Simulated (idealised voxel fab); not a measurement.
process module | voxel self aligned contacts
cross-section cut | 255 nm wide | cells 5 nm
A cross-section is a grid of square cells, given in bands from the top down. A band is one or more rows of cells.
Each band's line starts with the height of the band's top and of its bottom, in nm. Then come its materials from left to right, each with its width in nm. One material with "throughout" fills the band from edge to edge. "air" is empty space.
Height 0 is the level under which the wafer as received is all one material. The lowest band goes on downwards, as in "0 down".
A width such as "30 to 40" changes by the same amount from each row of cells to the next, from the band's top row to its bottom row.
"no change" after a step means that no cell of the cross-section changed.
closed voids: empty space of 8 cells or more with no open way to the top, each as width x height at its distance from the left edge, in nm
after a step's settings: what the simulator itself notes on the step
overlay nm, on a step with a mask: how far to the right of its planned place the mask lay; to the left if negative
plan
1 op RECEIVE | material Si
2 op CONFORMAL_DEP | material SiO2 | thk nm 5
3 op DIRECTIONAL_DEP | material polySi | thk nm 25
4 op DIRECTIONAL_DEP | material SiN | thk nm 25
5 op PATTERN | tone cover | mask id GATE | material resist | width nm 35 | pitch nm 75 | thk nm 15 | overlay nm 0
6 op DIRECTIONAL_ETCH | etch materials SiN | depth nm 25
7 op DIRECTIONAL_ETCH | etch materials polySi | depth nm 25
8 op STRIP | etch materials resist
9 op CONFORMAL_DEP | material SiN | thk nm 10
10 op DIRECTIONAL_ETCH | etch materials SiN | depth nm 10
11 op FILL_DEP | material SiO2 | thk nm 15
12 op CMP | height nm 65
13 op MASKED_ETCH | tone open | mask id CONTACT | width nm 50 | pitch nm 75 | etch materials SiO2 | depth nm 65 | overlay nm 0
14 op CONFORMAL_DEP | material TiN | thk nm 5
15 op FILL_DEP | material Ru | thk nm 10
16 op CMP | height nm 65
17 op CONFORMAL_DEP | material SiN | thk nm 5
as received, after step 1
  0 down: Si throughout
  closed voids: none
a wafer at the end: this start, this plan, one mistake
  70 to 65: SiN throughout
  65 to 55: SiO2 65 | TiN 5 to 20 | Ru 40 to 10 | TiN 5 to 20 | SiO2 25 | TiN 5 to 20 | Ru 40 to 10 | TiN 5 to 20 | SiO2 65
  55 to 30: SiO2 25 | SiN 55 | TiN 5 | Ru 10 | TiN 5 | SiN 55 | TiN 5 | Ru 10 | TiN 5 | SiN 55 | SiO2 25
  30 to 25: SiO2 80 | TiN 20 | SiO2 55 | TiN 20 | SiO2 80
  25 to 0: polySi throughout
  0 down: Si throughout
  closed voids: none
what went wrong: steps 2 and 3 were swapped
